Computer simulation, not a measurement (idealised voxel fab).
Process module name: voxel self aligned contacts
Section cut is 205 nm wide and gridded with 5 nm square cells.
Cross-section = grid of square cells, listed top down in bands; band = one or more rows.
Top height, bottom height, nm. Materials left to right, width each, nm. Single material + "edge to edge" = fills band edge to edge. "empty" = empty.
Heads up on the height convention: 0 is the point under which the incoming wafer is all one material, and the lowest band has no bottom, it just keeps going down, like "top 0, no bottom".
Width: "30->40" (first number = top row, second number = bottom row, same change from row to row of cells).
What does "no alterations made" mean for a step? It means no cell of the cross-section changed in that step.
Any empty space of 8 cells or more lacking an open way to the top shows up in "Closed cavities" as width x height at distance, distance from the left edge, in nm.
Formally, on a step line, whatever follows the settings is a remark that the simulator itself makes on the step.
"overlay nm", when on a step's line for a step with a mask, measures how far to the right of its planned place the mask lay; a negative measure means to the left.
## Process steps foreseen in the plan
1,op RECEIVE | material Si
2,op OXIDIZE | depth nm 5
3,op DIRECTIONAL_DEP | material polySi | thk nm 30
4,op DIRECTIONAL_DEP | material SiN | thk nm 20
5,op MASKED_ETCH | tone cover | mask id GATE | width nm 25 | pitch nm 50 | etch materials SiN | depth nm 20 | overlay nm 0
6,op MASKED_ETCH | tone cover | mask id GATE | width nm 25 | pitch nm 50 | etch materials polySi | depth nm 30 | overlay nm 0
7,op CONFORMAL_DEP | material SiN | thk nm 5
8,op DIRECTIONAL_ETCH | etch materials SiN | depth nm 5
9,op FILL_DEP | material SiO2 | thk nm 10
10,op CMP | height nm 55
11,op DIRECTIONAL_DEP | material aC | thk nm 10
12,op PATTERN | tone open | mask id CONTACT | material resist | width nm 25 | thk nm 25 | overlay nm 0
13,op DIRECTIONAL_ETCH | etch materials aC | depth nm 10
14,op STRIP | etch materials resist
15,op DIRECTIONAL_ETCH | etch materials SiO2 | depth nm 60
16,op STRIP | etch materials aC
17,op CONFORMAL_DEP | material TiN | thk nm 5
18,op FILL_DEP | material W | thk nm 10
19,op CMP | height nm 55
20,op CONFORMAL_DEP | material SiCN | thk nm 5
Where the wafers of this document differ is in the width nm of step 12; they start out the same, and the plan states the value that applied to the first wafer.
## The first of several wafers as received, shown in cross-section; this is its state after step 1
> top 0, no bottom | Si edge to edge
> Closed cavities: none
## Every row in this table is a wafer at the end of the module, and it gives, for each of the materials, the cells that wafer has gained (+) or lost (-) since it was received, then its closed voids
width nm 25, -41 Si, +41 SiCN, +80 SiN, +314 SiO2, +27 TiN, +11 W, +60 polySi, Closed cavities: none
width nm 30, -41 Si, +41 SiCN, +80 SiN, +313 SiO2, +28 TiN, +11 W, +60 polySi, Closed cavities: none
width nm 35, -41 Si, +41 SiCN, +80 SiN, +312 SiO2, +29 TiN, +11 W, +60 polySi, Closed cavities: none
width nm 40, -41 Si, +41 SiCN, +80 SiN, +311 SiO2, +30 TiN, +11 W, +60 polySi, Closed cavities: none
width nm 45, -41 Si, +41 SiCN, +80 SiN, +310 SiO2, +31 TiN, +11 W, +60 polySi, Closed cavities: none
width nm 50, -41 Si, +41 SiCN, +80 SiN, +309 SiO2, +32 TiN, +11 W, +60 polySi, Closed cavities: none
